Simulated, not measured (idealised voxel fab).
process module | voxel transistor to metal
cross-section cut | 150 nm wide | cells 5 nm
A cross-section is a grid of square cells, given in bands from the top down. A band is one or more rows of cells.
Each band's line starts with the height of the band's top and of its bottom, in nm. Then come its materials from left to right, each with its width in nm. One material with "throughout" fills the band from edge to edge. "air" is empty space.
Height 0 is the level under which the wafer as received is all one material. The lowest band goes on downwards, as in "0 down".
A width such as "30 to 40" changes by the same amount from each row of cells to the next, from the band's top row to its bottom row.
"no change" after a step means that no cell of the cross-section changed.
closed voids: empty space of 8 cells or more with no open way to the top, each as width x height at its distance from the left edge, in nm
after a step's settings: what the simulator itself notes on the step
overlay nm, on a step with a mask: how far to the right of its planned place the mask lay; to the left if negative
Each pair below shows a cross-section before one step and the cross-section after it, down to the lowest band that changed. The line under each pair gives the step between them, with its settings. The pairs can come from different runs of this module on the same starting wafer, so a pair continues from the pair above only where its "before" says so.
before
  0 down: Si throughout
  closed voids: none
after
  5 to 0: SiO2 throughout
  below 0: unchanged
  closed voids: none
the step between: op CONFORMAL_DEP | material SiO2 | thk nm 5
before: the cross-section after the pair above
after
  15 to 5: SiN throughout
  below 5: unchanged
  closed voids: none
the step between: op CONFORMAL_DEP | material SiN | thk nm 10
before: the cross-section after the pair above
after
  30 to 15: air 30 | resist 90 | air 30
  below 15: unchanged
  closed voids: none
the step between: op PATTERN | tone cover | mask id ACTIVE | material resist | width nm 90 | thk nm 15 | overlay nm 0
before: the cross-section after the pair above
after
  30 to 15: air 30 | resist 90 | air 30
  15 to 5: air 30 | SiN 90 | air 30
  below 5: unchanged
  closed voids: none
the step between: op DIRECTIONAL_ETCH | etch materials SiN | depth nm 10
before: the cross-section after the pair above
after
  30 to 15: air 30 | resist 90 | air 30
  15 to 5: air 30 | SiN 90 | air 30
  5 to 0: air 30 | SiO2 90 | air 30
  below 0: unchanged
  closed voids: none
the step between: op DIRECTIONAL_ETCH | etch materials SiO2 | depth nm 5
before: the cross-section after the pair above
after
  30 to 15: air 30 | resist 90 | air 30
  15 to 5: air 30 | SiN 90 | air 30
  5 to 0: air 30 | SiO2 90 | air 30
  0 to -30: air 30 | Si 90 | air 30
  below -30: unchanged
  closed voids: none
the step between: op DIRECTIONAL_ETCH | etch materials Si | depth nm 30
before: the cross-section after the pair above
after
  15 to 5: air 30 | SiN 90 | air 30
  below 5: unchanged
  closed voids: none
the step between: op STRIP | etch materials resist
before: the cross-section after the pair above
after
  20 to 15: SiO2 throughout
  15 to 5: SiO2 30 | SiN 90 | SiO2 30
  5 to 0: SiO2 throughout
  0 to -30: SiO2 30 | Si 90 | SiO2 30
  below -30: unchanged
  closed voids: none
the step between: op FILL_DEP | material SiO2 | thk nm 5
before: the cross-section after the pair above
after
  15 to 5: SiO2 30 | SiN 90 | SiO2 30
  below 5: unchanged
  closed voids: none
the step between: op CMP | height nm 15
before: the cross-section after the pair above
after
  15 to 10: air 30 | SiN 90 | air 30
  below 10: unchanged
  closed voids: none
the step between: op SELECTIVE_ETCH | etch materials SiO2 | depth nm 5
before: the cross-section after the pair above
after
  10 to 5: SiO2 30 | air 90 | SiO2 30
  below 5: unchanged
  closed voids: none
the step between: op STRIP | etch materials SiN
before: the cross-section after the pair above
after
  5 to 0: SiO2 25 | air 100 | SiO2 25
  below 0: unchanged
  closed voids: none
the step between: op SELECTIVE_ETCH | etch materials SiO2 | depth nm 5
before: the cross-section after the pair above
after
  5 to 0: SiO2 25 | air 100 | SiO2 25
  0 to -5: SiO2 throughout
  below -5: unchanged
  closed voids: none
the step between: op OXIDIZE | depth nm 5
before: the cross-section after the pair above
after
  35 to 30: polySi 25 | air 100 | polySi 25
  30 to 5: polySi throughout
  5 to 0: SiO2 25 | polySi 100 | SiO2 25
  below 0: unchanged
  closed voids: none
the step between: op DIRECTIONAL_DEP | material polySi | thk nm 30
before: the cross-section after the pair above
after
  50 to 45: SiCN 25 | air 100 | SiCN 25
  45 to 35: SiCN throughout
  35 to 30: polySi 25 | SiCN 100 | polySi 25
  below 30: unchanged
  closed voids: none
the step between: op DIRECTIONAL_DEP | material SiCN | thk nm 15
before: the cross-section after the pair above
after
  65 to 60: aC 25 | air 100 | aC 25
  60 to 50: aC throughout
  50 to 45: SiCN 25 | aC 100 | SiCN 25
  below 45: unchanged
  closed voids: none
the step between: op DIRECTIONAL_DEP | material aC | thk nm 15
before: the cross-section after the pair above
after
  100 to 65: air 65 | resist 20 | air 65
  65 to 60: aC 25 | air 40 | resist 20 | air 40 | aC 25
  below 60: unchanged
  closed voids: none
the step between: op PATTERN | tone cover | mask id GATE | material resist | width nm 20 | thk nm 35 | overlay nm 0
before: the cross-section after the pair above
after
  85 to 60: air 65 | resist 20 | air 65
  60 to 50: air 65 | aC 20 | air 65
  50 to 45: SiCN 25 | air 40 | aC 20 | air 40 | SiCN 25
  below 45: unchanged
  closed voids: none
the step between: op DIRECTIONAL_ETCH | etch materials aC | depth nm 15
before: the cross-section after the pair above
after
  60 to 50: air 65 | aC 20 | air 65
  below 50: unchanged
  closed voids: none
the step between: op STRIP | etch materials resist
before: the cross-section after the pair above
after
  60 to 45: air 65 | aC 20 | air 65
  45 to 35: air 65 | SiCN 20 | air 65
  35 to 30: polySi 25 | air 40 | SiCN 20 | air 40 | polySi 25
  below 30: unchanged
  closed voids: none
the step between: op DIRECTIONAL_ETCH | etch materials SiCN | depth nm 25
before: the cross-section after the pair above
after
  60 to 45: air 65 | aC 20 | air 65
  45 to 30: air 65 | SiCN 20 | air 65
  30 to 5: air 65 | polySi 20 | air 65
  5 to 0: SiO2 25 | air 40 | polySi 20 | air 40 | SiO2 25
  below 0: unchanged
  closed voids: none
the step between: op DIRECTIONAL_ETCH | etch materials polySi | depth nm 40
before: the cross-section after the pair above
after
  45 to 30: air 65 | SiCN 20 | air 65
  below 30: unchanged
  closed voids: none
the step between: op STRIP | etch materials aC
before: the cross-section after the pair above
after
  50 to 45: air 60 | SiN 30 | air 60
  45 to 30: air 60 | SiN 5 | SiCN 20 | SiN 5 | air 60
  30 to 10: air 60 | SiN 5 | polySi 20 | SiN 5 | air 60
  10 to 5: SiN 30 | air 30 | SiN 5 | polySi 20 | SiN 5 | air 30 | SiN 30
  5 to 0: SiO2 25 | SiN 40 | polySi 20 | SiN 40 | SiO2 25
  below 0: unchanged
  closed voids: none
the step between: op CONFORMAL_DEP | material SiN | thk nm 5
before: the cross-section after the pair above
after
  45 to 30: air 60 | SiN 5 | SiCN 20 | SiN 5 | air 60
  30 to 5: air 60 | SiN 5 | polySi 20 | SiN 5 | air 60
  5 to 0: SiO2 25 | SiN 5 | air 30 | SiN 5 | polySi 20 | SiN 5 | air 30 | SiN 5 | SiO2 25
  below 0: unchanged
  closed voids: none
the step between: op DIRECTIONAL_ETCH | etch materials SiN | depth nm 5
before: the cross-section after the pair above
after
  45 to 30: air 60 | SiN 5 | SiCN 20 | SiN 5 | air 60
  30 to 5: air 60 | SiN 5 | polySi 20 | SiN 5 | air 60
  5 to 0: air 25 | SiN 5 | air 30 | SiN 5 | polySi 20 | SiN 5 | air 30 | SiN 5 | air 25
  0 to -5: SiO2 30 | air 30 | SiO2 30 | air 30 | SiO2 30
  below -5: unchanged
  closed voids: none
the step between: op DIRECTIONAL_ETCH | etch materials SiO2 | depth nm 5
before: the cross-section after the pair above
after
  45 to 30: air 60 | SiN 5 | SiCN 20 | SiN 5 | air 60
  30 to 5: air 60 | SiN 5 | polySi 20 | SiN 5 | air 60
  5 to 0: air 25 | SiN 5 | air 30 | SiN 5 | polySi 20 | SiN 5 | air 30 | SiN 5 | air 25
  0 to -5: SiO2 30 | air 30 | SiO2 30 | air 30 | SiO2 30
  -5 to -15: SiO2 30 | air 30 | Si 30 | air 30 | SiO2 30
  below -15: unchanged
  closed voids: none
the step between: op DIRECTIONAL_ETCH | etch materials Si | depth nm 10
before: the cross-section after the pair above
after
  45 to 30: air 60 | SiN 5 | SiCN 20 | SiN 5 | air 60
  30 to 10: air 60 | SiN 5 | polySi 20 | SiN 5 | air 60
  10 to 5: air 45 | SiGe 15 | SiN 5 | polySi 20 | SiN 5 | SiGe 15 | air 45
  5 to 0: air 25 | SiN 5 | air 15 | SiGe 15 | SiN 5 | polySi 20 | SiN 5 | SiGe 15 | air 15 | SiN 5 | air 25
  0 to -5: SiO2 30 | SiGe 30 | SiO2 30 | SiGe 30 | SiO2 30
  -5 to -15: SiO2 30 | SiGe 30 | Si 30 | SiGe 30 | SiO2 30
  below -15: unchanged
  closed voids: none
the step between: op EPI | material SiGe | thk nm 15
before: the cross-section after the pair above
after
  55 to 45: SiO2 throughout
  45 to 30: SiO2 60 | SiN 5 | SiCN 20 | SiN 5 | SiO2 60
  30 to 10: SiO2 60 | SiN 5 | polySi 20 | SiN 5 | SiO2 60
  10 to 5: SiO2 45 | SiGe 15 | SiN 5 | polySi 20 | SiN 5 | SiGe 15 | SiO2 45
  5 to 0: SiO2 25 | SiN 5 | SiO2 15 | SiGe 15 | SiN 5 | polySi 20 | SiN 5 | SiGe 15 | SiO2 15 | SiN 5 | SiO2 25
  below 0: unchanged
  closed voids: none
the step between: op FILL_DEP | material SiO2 | thk nm 10
before: the cross-section after the pair above
after
  45 to 30: SiO2 60 | SiN 5 | SiCN 20 | SiN 5 | SiO2 60
  below 30: unchanged
  closed voids: none
the step between: op CMP | height nm 45
before: the cross-section after the pair above
after
  60 to 45: SiO2 throughout
  below 45: unchanged
  closed voids: none
the step between: op DIRECTIONAL_DEP | material SiO2 | thk nm 15
before: the cross-section after the pair above
after
  75 to 60: aC throughout
  below 60: unchanged
  closed voids: none
the step between: op DIRECTIONAL_DEP | material aC | thk nm 15
before: the cross-section after the pair above
after
  110 to 75: resist 35 | air 15 | resist 50 | air 15 | resist 35
  below 75: unchanged
  closed voids: none
the step between: op PATTERN | tone open | mask id CONTACT | material resist | width nm 15 | pitch nm 65 | thk nm 35 | overlay nm 0
before: the cross-section after the pair above
after
  95 to 75: resist 35 | air 15 | resist 50 | air 15 | resist 35
  75 to 60: aC 35 | air 15 | aC 50 | air 15 | aC 35
  below 60: unchanged
  closed voids: none
the step between: op DIRECTIONAL_ETCH | etch materials aC | depth nm 15
before: the cross-section after the pair above
after
  75 to 60: aC 35 | air 15 | aC 50 | air 15 | aC 35
  below 60: unchanged
  closed voids: none
the step between: op STRIP | etch materials resist
before: the cross-section after the pair above
after
  75 to 60: aC 35 | air 15 | aC 50 | air 15 | aC 35
  60 to 45: SiO2 35 | air 15 | SiO2 50 | air 15 | SiO2 35
  45 to 30: SiO2 35 | air 15 | SiO2 10 | SiN 5 | SiCN 20 | SiN 5 | SiO2 10 | air 15 | SiO2 35
  30 to 10: SiO2 35 | air 15 | SiO2 10 | SiN 5 | polySi 20 | SiN 5 | SiO2 10 | air 15 | SiO2 35
  10 to 5: SiO2 35 | air 10 | SiGe 15 | SiN 5 | polySi 20 | SiN 5 | SiGe 15 | air 10 | SiO2 35
  5 to 0: SiO2 25 | SiN 5 | SiO2 5 | air 10 | SiGe 15 | SiN 5 | polySi 20 | SiN 5 | SiGe 15 | air 10 | SiO2 5 | SiN 5 | SiO2 25
  below 0: unchanged
  closed voids: none
the step between: op DIRECTIONAL_ETCH | etch materials SiO2 | depth nm 60
before: the cross-section after the pair above
after
  60 to 45: SiO2 35 | air 15 | SiO2 50 | air 15 | SiO2 35
  below 45: unchanged
  closed voids: none
the step between: op STRIP | etch materials aC
before: the cross-section after the pair above
after
  65 to 60: TiN 40 | air 5 | TiN 60 | air 5 | TiN 40
  60 to 45: SiO2 35 | TiN 5 | air 5 | TiN 5 | SiO2 50 | TiN 5 | air 5 | TiN 5 | SiO2 35
  45 to 30: SiO2 35 | TiN 5 | air 5 | TiN 5 | SiO2 10 | SiN 5 | SiCN 20 | SiN 5 | SiO2 10 | TiN 5 | air 5 | TiN 5 | SiO2 35
  30 to 15: SiO2 35 | TiN 5 | air 5 | TiN 5 | SiO2 10 | SiN 5 | polySi 20 | SiN 5 | SiO2 10 | TiN 5 | air 5 | TiN 5 | SiO2 35
  15 to 10: SiO2 35 | TiN 15 | SiO2 10 | SiN 5 | polySi 20 | SiN 5 | SiO2 10 | TiN 15 | SiO2 35
  10 to 5: SiO2 35 | TiN 10 | SiGe 15 | SiN 5 | polySi 20 | SiN 5 | SiGe 15 | TiN 10 | SiO2 35
  5 to 0: SiO2 25 | SiN 5 | SiO2 5 | TiN 10 | SiGe 15 | SiN 5 | polySi 20 | SiN 5 | SiGe 15 | TiN 10 | SiO2 5 | SiN 5 | SiO2 25
  below 0: unchanged
  closed voids: none
the step between: op CONFORMAL_DEP | material TiN | thk nm 5
before: the cross-section after the pair above
after
  70 to 65: Ru throughout
  65 to 60: TiN 40 | Ru 5 | TiN 60 | Ru 5 | TiN 40
  60 to 45: SiO2 35 | TiN 5 | Ru 5 | TiN 5 | SiO2 50 | TiN 5 | Ru 5 | TiN 5 | SiO2 35
  45 to 30: SiO2 35 | TiN 5 | Ru 5 | TiN 5 | SiO2 10 | SiN 5 | SiCN 20 | SiN 5 | SiO2 10 | TiN 5 | Ru 5 | TiN 5 | SiO2 35
  30 to 15: SiO2 35 | TiN 5 | Ru 5 | TiN 5 | SiO2 10 | SiN 5 | polySi 20 | SiN 5 | SiO2 10 | TiN 5 | Ru 5 | TiN 5 | SiO2 35
  below 15: unchanged
  closed voids: none
the step between: op FILL_DEP | material Ru | thk nm 5
before: the cross-section after the pair above
after
  60 to 45: SiO2 35 | TiN 5 | Ru 5 | TiN 5 | SiO2 50 | TiN 5 | Ru 5 | TiN 5 | SiO2 35
  below 45: unchanged
  closed voids: none
the step between: op CMP | height nm 60
before: the cross-section after the pair above
after
  65 to 60: SiN throughout
  below 60: unchanged
  closed voids: none
the step between: op CONFORMAL_DEP | material SiN | thk nm 5
before: the cross-section after the pair above
after
  90 to 65: SiO2 throughout
  below 65: unchanged
  closed voids: none
the step between: op DIRECTIONAL_DEP | material SiO2 | thk nm 25
before: the cross-section after the pair above
after
  90 to 65: SiO2 35 | air 15 | SiO2 50 | air 15 | SiO2 35
  below 65: unchanged
  closed voids: none
the step between: op MASKED_ETCH | tone open | mask id METAL_1 | width nm 15 | pitch nm 65 | etch materials SiO2 | depth nm 25 | overlay nm 0
before: the cross-section after the pair above
after
  90 to 65: SiO2 35 | air 15 | SiO2 50 | air 15 | SiO2 35
  65 to 60: SiN 35 | air 15 | SiN 50 | air 15 | SiN 35
  below 60: unchanged
  closed voids: none
the step between: op MASKED_ETCH | tone open | mask id METAL_1 | width nm 15 | pitch nm 65 | etch materials SiN | depth nm 5 | overlay nm 0
before: the cross-section after the pair above
after
  95 to 90: TiN 40 | air 5 | TiN 60 | air 5 | TiN 40
  90 to 65: SiO2 35 | TiN 5 | air 5 | TiN 5 | SiO2 50 | TiN 5 | air 5 | TiN 5 | SiO2 35
  65 to 60: SiN 35 | TiN 15 | SiN 50 | TiN 15 | SiN 35
  below 60: unchanged
  closed voids: none
the step between: op CONFORMAL_DEP | material TiN | thk nm 5
before: the cross-section after the pair above
after
  100 to 95: Ru throughout
  95 to 90: TiN 40 | Ru 5 | TiN 60 | Ru 5 | TiN 40
  90 to 65: SiO2 35 | TiN 5 | Ru 5 | TiN 5 | SiO2 50 | TiN 5 | Ru 5 | TiN 5 | SiO2 35
  below 65: unchanged
  closed voids: none
the step between: op FILL_DEP | material Ru | thk nm 5
before: the cross-section after the pair above
after
  90 to 65: SiO2 35 | TiN 5 | Ru 5 | TiN 5 | SiO2 50 | TiN 5 | Ru 5 | TiN 5 | SiO2 35
  below 65: unchanged
  closed voids: none
the step between: op CMP | height nm 90
before: the cross-section after the pair above
after
  95 to 90: SiCN throughout
  below 90: unchanged
  closed voids: none
the step between: op CONFORMAL_DEP | material SiCN | thk nm 5
before
  0 down: Si throughout
  closed voids: none
after
  10 to 0: SiN throughout
  below 0: unchanged
  closed voids: none
the step between: op CONFORMAL_DEP | material SiN | thk nm 10
before: the cross-section after the pair above
after
  25 to 10: air 30 | resist 90 | air 30
  below 10: unchanged
  closed voids: none
the step between: op PATTERN | tone cover | mask id ACTIVE | material resist | width nm 90 | thk nm 15 | overlay nm 0
before: the cross-section after the pair above
after
  25 to 10: air 30 | resist 90 | air 30
  10 to 0: air 30 | SiN 90 | air 30
  below 0: unchanged
  closed voids: none
the step between: op DIRECTIONAL_ETCH | etch materials SiN | depth nm 10
before: the cross-section after the pair above
after
  25 to 10: air 30 | resist 90 | air 30
  10 to 0: air 30 | SiN 90 | air 30
  0 to -30: air 30 | Si 90 | air 30
  below -30: unchanged
  closed voids: none
the step between: op DIRECTIONAL_ETCH | etch materials Si | depth nm 30
before: the cross-section after the pair above
after
  10 to 0: air 30 | SiN 90 | air 30
  below 0: unchanged
  closed voids: none
the step between: op STRIP | etch materials resist
before: the cross-section after the pair above
after
  15 to 10: SiO2 throughout
  10 to 0: SiO2 30 | SiN 90 | SiO2 30
  0 to -30: SiO2 30 | Si 90 | SiO2 30
  below -30: unchanged
  closed voids: none
the step between: op FILL_DEP | material SiO2 | thk nm 5
before: the cross-section after the pair above
after
  10 to 0: SiO2 30 | SiN 90 | SiO2 30
  below 0: unchanged
  closed voids: none
the step between: op SELECTIVE_ETCH | etch materials SiO2 | depth nm 5
before: the cross-section after the pair above
after
  10 to 0: SiO2 30 | air 90 | SiO2 30
  below 0: unchanged
  closed voids: none
the step between: op STRIP | etch materials SiN
before: the cross-section after the pair above
after
  5 to 0: SiO2 25 | air 100 | SiO2 25
  0 to -5: SiO2 25 | air 5 | Si 90 | air 5 | SiO2 25
  below -5: unchanged
  closed voids: none
the step between: op SELECTIVE_ETCH | etch materials SiO2 | depth nm 5
before: the cross-section after the pair above
after
  5 to 0: SiO2 25 | air 100 | SiO2 25
  0 to -5: SiO2 25 | air 5 | SiO2 90 | air 5 | SiO2 25
  -5 to -10: SiO2 35 | Si 80 | SiO2 35
  below -10: unchanged
  closed voids: none
the step between: op OXIDIZE | depth nm 5
before: the cross-section after the pair above
after
  35 to 30: polySi 25 | air 100 | polySi 25
  30 to 25: polySi 25 | air 5 | polySi 90 | air 5 | polySi 25
  25 to 5: polySi throughout
  5 to 0: SiO2 25 | polySi 100 | SiO2 25
  0 to -5: SiO2 25 | polySi 5 | SiO2 90 | polySi 5 | SiO2 25
  below -5: unchanged
  closed voids: none
the step between: op DIRECTIONAL_DEP | material polySi | thk nm 30
before: the cross-section after the pair above
after
  50 to 45: SiCN 25 | air 100 | SiCN 25
  45 to 40: SiCN 25 | air 5 | SiCN 90 | air 5 | SiCN 25
  40 to 35: SiCN throughout
  35 to 30: polySi 25 | SiCN 100 | polySi 25
  30 to 25: polySi 25 | SiCN 5 | polySi 90 | SiCN 5 | polySi 25
  below 25: unchanged
  closed voids: none
the step between: op DIRECTIONAL_DEP | material SiCN | thk nm 15
before: the cross-section after the pair above
after
  65 to 60: aC 25 | air 100 | aC 25
  60 to 55: aC 25 | air 5 | aC 90 | air 5 | aC 25
  55 to 50: aC throughout
  50 to 45: SiCN 25 | aC 100 | SiCN 25
  45 to 40: SiCN 25 | aC 5 | SiCN 90 | aC 5 | SiCN 25
  below 40: unchanged
  closed voids: none
the step between: op DIRECTIONAL_DEP | material aC | thk nm 15
before: the cross-section after the pair above
after
  100 to 65: air 65 | resist 20 | air 65
  65 to 60: aC 25 | air 40 | resist 20 | air 40 | aC 25
  below 60: unchanged
  closed voids: none
the step between: op PATTERN | tone cover | mask id GATE | material resist | width nm 20 | thk nm 35 | overlay nm 0
before: the cross-section after the pair above
after
  85 to 60: air 65 | resist 20 | air 65
  60 to 50: air 65 | aC 20 | air 65
  50 to 45: SiCN 25 | air 40 | aC 20 | air 40 | SiCN 25
  45 to 40: SiCN 25 | air 5 | SiCN 90 | air 5 | SiCN 25
  below 40: unchanged
  closed voids: none
the step between: op DIRECTIONAL_ETCH | etch materials aC | depth nm 15
before: the cross-section after the pair above
after
  60 to 50: air 65 | aC 20 | air 65
  below 50: unchanged
  closed voids: none
the step between: op STRIP | etch materials resist
before: the cross-section after the pair above
after
  60 to 45: air 65 | aC 20 | air 65
  45 to 35: air 65 | SiCN 20 | air 65
  35 to 30: polySi 25 | air 40 | SiCN 20 | air 40 | polySi 25
  30 to 25: polySi 25 | air 5 | polySi 90 | air 5 | polySi 25
  below 25: unchanged
  closed voids: none
the step between: op DIRECTIONAL_ETCH | etch materials SiCN | depth nm 25
before: the cross-section after the pair above
after
  60 to 45: air 65 | aC 20 | air 65
  45 to 30: air 65 | SiCN 20 | air 65
  30 to 5: air 65 | polySi 20 | air 65
  5 to 0: SiO2 25 | air 40 | polySi 20 | air 40 | SiO2 25
  0 to -5: SiO2 25 | air 5 | SiO2 90 | air 5 | SiO2 25
  below -5: unchanged
  closed voids: none
the step between: op DIRECTIONAL_ETCH | etch materials polySi | depth nm 40
before: the cross-section after the pair above
after
  45 to 30: air 65 | SiCN 20 | air 65
  below 30: unchanged
  closed voids: none
the step between: op STRIP | etch materials aC
before: the cross-section after the pair above
after
  50 to 45: air 60 | SiN 30 | air 60
  45 to 30: air 60 | SiN 5 | SiCN 20 | SiN 5 | air 60
  30 to 10: air 60 | SiN 5 | polySi 20 | SiN 5 | air 60
  10 to 5: SiN 30 | air 30 | SiN 5 | polySi 20 | SiN 5 | air 30 | SiN 30
  5 to 0: SiO2 25 | SiN 40 | polySi 20 | SiN 40 | SiO2 25
  0 to -5: SiO2 25 | SiN 5 | SiO2 90 | SiN 5 | SiO2 25
  below -5: unchanged
  closed voids: none
the step between: op CONFORMAL_DEP | material SiN | thk nm 5
before: the cross-section after the pair above
after
  45 to 30: air 60 | SiN 5 | SiCN 20 | SiN 5 | air 60
  30 to 5: air 60 | SiN 5 | polySi 20 | SiN 5 | air 60
  5 to 0: SiO2 25 | SiN 5 | air 30 | SiN 5 | polySi 20 | SiN 5 | air 30 | SiN 5 | SiO2 25
  below 0: unchanged
  closed voids: none
the step between: op DIRECTIONAL_ETCH | etch materials SiN | depth nm 5
before: the cross-section after the pair above
after
  45 to 30: air 60 | SiN 5 | SiCN 20 | SiN 5 | air 60
  30 to 5: air 60 | SiN 5 | polySi 20 | SiN 5 | air 60
  5 to 0: air 25 | SiN 5 | air 30 | SiN 5 | polySi 20 | SiN 5 | air 30 | SiN 5 | air 25
  0 to -5: SiO2 25 | SiN 5 | air 30 | SiO2 30 | air 30 | SiN 5 | SiO2 25
  below -5: unchanged
  closed voids: none
the step between: op DIRECTIONAL_ETCH | etch materials SiO2 | depth nm 5
before: the cross-section after the pair above
after
  45 to 30: air 60 | SiN 5 | SiCN 20 | SiN 5 | air 60
  30 to 5: air 60 | SiN 5 | polySi 20 | SiN 5 | air 60
  5 to 0: air 25 | SiN 5 | air 30 | SiN 5 | polySi 20 | SiN 5 | air 30 | SiN 5 | air 25
  0 to -5: SiO2 25 | SiN 5 | air 30 | SiO2 30 | air 30 | SiN 5 | SiO2 25
  -5 to -10: SiO2 35 | air 25 | Si 30 | air 25 | SiO2 35
  -10 to -15: SiO2 30 | Si 5 | air 25 | Si 30 | air 25 | Si 5 | SiO2 30
  below -15: unchanged
  closed voids: none
the step between: op DIRECTIONAL_ETCH | etch materials Si | depth nm 10
before: the cross-section after the pair above
after
  45 to 30: air 60 | SiN 5 | SiCN 20 | SiN 5 | air 60
  30 to 10: air 60 | SiN 5 | polySi 20 | SiN 5 | air 60
  10 to 5: air 45 | SiGe 15 | SiN 5 | polySi 20 | SiN 5 | SiGe 15 | air 45
  5 to 0: air 25 | SiN 5 | SiGe 30 | SiN 5 | polySi 20 | SiN 5 | SiGe 30 | SiN 5 | air 25
  0 to -5: SiO2 25 | SiN 5 | SiGe 30 | SiO2 30 | SiGe 30 | SiN 5 | SiO2 25
  -5 to -10: SiO2 35 | SiGe 25 | Si 30 | SiGe 25 | SiO2 35
  -10 to -15: SiO2 30 | Si 5 | SiGe 25 | Si 30 | SiGe 25 | Si 5 | SiO2 30
  below -15: unchanged
  closed voids: none
the step between: op EPI | material SiGe | thk nm 15
before: the cross-section after the pair above
after
  55 to 45: SiO2 throughout
  45 to 30: SiO2 60 | SiN 5 | SiCN 20 | SiN 5 | SiO2 60
  30 to 10: SiO2 60 | SiN 5 | polySi 20 | SiN 5 | SiO2 60
  10 to 5: SiO2 45 | SiGe 15 | SiN 5 | polySi 20 | SiN 5 | SiGe 15 | SiO2 45
  5 to 0: SiO2 25 | SiN 5 | SiGe 30 | SiN 5 | polySi 20 | SiN 5 | SiGe 30 | SiN 5 | SiO2 25
  below 0: unchanged
  closed voids: none
the step between: op FILL_DEP | material SiO2 | thk nm 10
before: the cross-section after the pair above
after
  45 to 30: SiO2 60 | SiN 5 | SiCN 20 | SiN 5 | SiO2 60
  below 30: unchanged
  closed voids: none
the step between: op CMP | height nm 45
before: the cross-section after the pair above
after
  60 to 45: SiO2 throughout
  below 45: unchanged
  closed voids: none
the step between: op DIRECTIONAL_DEP | material SiO2 | thk nm 15
before: the cross-section after the pair above
after
  75 to 60: aC throughout
  below 60: unchanged
  closed voids: none
the step between: op DIRECTIONAL_DEP | material aC | thk nm 15
before: the cross-section after the pair above
after
  110 to 75: resist 35 | air 15 | resist 50 | air 15 | resist 35
  below 75: unchanged
  closed voids: none
the step between: op PATTERN | tone open | mask id CONTACT | material resist | width nm 15 | pitch nm 65 | thk nm 35 | overlay nm 0
before: the cross-section after the pair above
after
  95 to 75: resist 35 | air 15 | resist 50 | air 15 | resist 35
  75 to 60: aC 35 | air 15 | aC 50 | air 15 | aC 35
  below 60: unchanged
  closed voids: none
the step between: op DIRECTIONAL_ETCH | etch materials aC | depth nm 15
before: the cross-section after the pair above
after
  75 to 60: aC 35 | air 15 | aC 50 | air 15 | aC 35
  below 60: unchanged
  closed voids: none
the step between: op STRIP | etch materials resist
before: the cross-section after the pair above
after
  75 to 60: aC 35 | air 15 | aC 50 | air 15 | aC 35
  60 to 45: SiO2 35 | air 15 | SiO2 50 | air 15 | SiO2 35
  45 to 30: SiO2 35 | air 15 | SiO2 10 | SiN 5 | SiCN 20 | SiN 5 | SiO2 10 | air 15 | SiO2 35
  30 to 10: SiO2 35 | air 15 | SiO2 10 | SiN 5 | polySi 20 | SiN 5 | SiO2 10 | air 15 | SiO2 35
  10 to 5: SiO2 35 | air 10 | SiGe 15 | SiN 5 | polySi 20 | SiN 5 | SiGe 15 | air 10 | SiO2 35
  below 5: unchanged
  closed voids: none
the step between: op DIRECTIONAL_ETCH | etch materials SiO2 | depth nm 60
before: the cross-section after the pair above
after
  60 to 45: SiO2 35 | air 15 | SiO2 50 | air 15 | SiO2 35
  below 45: unchanged
  closed voids: none
the step between: op STRIP | etch materials aC
before: the cross-section after the pair above
after
  65 to 60: TiN 40 | air 5 | TiN 60 | air 5 | TiN 40
  60 to 45: SiO2 35 | TiN 5 | air 5 | TiN 5 | SiO2 50 | TiN 5 | air 5 | TiN 5 | SiO2 35
  45 to 30: SiO2 35 | TiN 5 | air 5 | TiN 5 | SiO2 10 | SiN 5 | SiCN 20 | SiN 5 | SiO2 10 | TiN 5 | air 5 | TiN 5 | SiO2 35
  30 to 15: SiO2 35 | TiN 5 | air 5 | TiN 5 | SiO2 10 | SiN 5 | polySi 20 | SiN 5 | SiO2 10 | TiN 5 | air 5 | TiN 5 | SiO2 35
  15 to 10: SiO2 35 | TiN 15 | SiO2 10 | SiN 5 | polySi 20 | SiN 5 | SiO2 10 | TiN 15 | SiO2 35
  10 to 5: SiO2 35 | TiN 10 | SiGe 15 | SiN 5 | polySi 20 | SiN 5 | SiGe 15 | TiN 10 | SiO2 35
  below 5: unchanged
  closed voids: none
the step between: op CONFORMAL_DEP | material TiN | thk nm 5
before: the cross-section after the pair above
after
  70 to 65: Ru throughout
  65 to 60: TiN 40 | Ru 5 | TiN 60 | Ru 5 | TiN 40
  60 to 45: SiO2 35 | TiN 5 | Ru 5 | TiN 5 | SiO2 50 | TiN 5 | Ru 5 | TiN 5 | SiO2 35
  45 to 30: SiO2 35 | TiN 5 | Ru 5 | TiN 5 | SiO2 10 | SiN 5 | SiCN 20 | SiN 5 | SiO2 10 | TiN 5 | Ru 5 | TiN 5 | SiO2 35
  30 to 15: SiO2 35 | TiN 5 | Ru 5 | TiN 5 | SiO2 10 | SiN 5 | polySi 20 | SiN 5 | SiO2 10 | TiN 5 | Ru 5 | TiN 5 | SiO2 35
  below 15: unchanged
  closed voids: none
the step between: op FILL_DEP | material Ru | thk nm 5
before: the cross-section after the pair above
after
  60 to 45: SiO2 35 | TiN 5 | Ru 5 | TiN 5 | SiO2 50 | TiN 5 | Ru 5 | TiN 5 | SiO2 35
  below 45: unchanged
  closed voids: none
the step between: op CMP | height nm 60
before: the cross-section after the pair above
after
  65 to 60: SiN throughout
  below 60: unchanged
  closed voids: none
the step between: op CONFORMAL_DEP | material SiN | thk nm 5
before: the cross-section after the pair above
after
  90 to 65: SiO2 throughout
  below 65: unchanged
  closed voids: none
the step between: op DIRECTIONAL_DEP | material SiO2 | thk nm 25
before: the cross-section after the pair above
after
  90 to 65: SiO2 35 | air 15 | SiO2 50 | air 15 | SiO2 35
  below 65: unchanged
  closed voids: none
the step between: op MASKED_ETCH | tone open | mask id METAL_1 | width nm 15 | pitch nm 65 | etch materials SiO2 | depth nm 25 | overlay nm 0
before: the cross-section after the pair above
after
  90 to 65: SiO2 35 | air 15 | SiO2 50 | air 15 | SiO2 35
  65 to 60: SiN 35 | air 15 | SiN 50 | air 15 | SiN 35
  below 60: unchanged
  closed voids: none
the step between: op MASKED_ETCH | tone open | mask id METAL_1 | width nm 15 | pitch nm 65 | etch materials SiN | depth nm 5 | overlay nm 0
before: the cross-section after the pair above
after
  95 to 90: TiN 40 | air 5 | TiN 60 | air 5 | TiN 40
  90 to 65: SiO2 35 | TiN 5 | air 5 | TiN 5 | SiO2 50 | TiN 5 | air 5 | TiN 5 | SiO2 35
  65 to 60: SiN 35 | TiN 15 | SiN 50 | TiN 15 | SiN 35
  below 60: unchanged
  closed voids: none
the step between: op CONFORMAL_DEP | material TiN | thk nm 5
before: the cross-section after the pair above
after
  100 to 95: Ru throughout
  95 to 90: TiN 40 | Ru 5 | TiN 60 | Ru 5 | TiN 40
  90 to 65: SiO2 35 | TiN 5 | Ru 5 | TiN 5 | SiO2 50 | TiN 5 | Ru 5 | TiN 5 | SiO2 35
  below 65: unchanged
  closed voids: none
the step between: op FILL_DEP | material Ru | thk nm 5
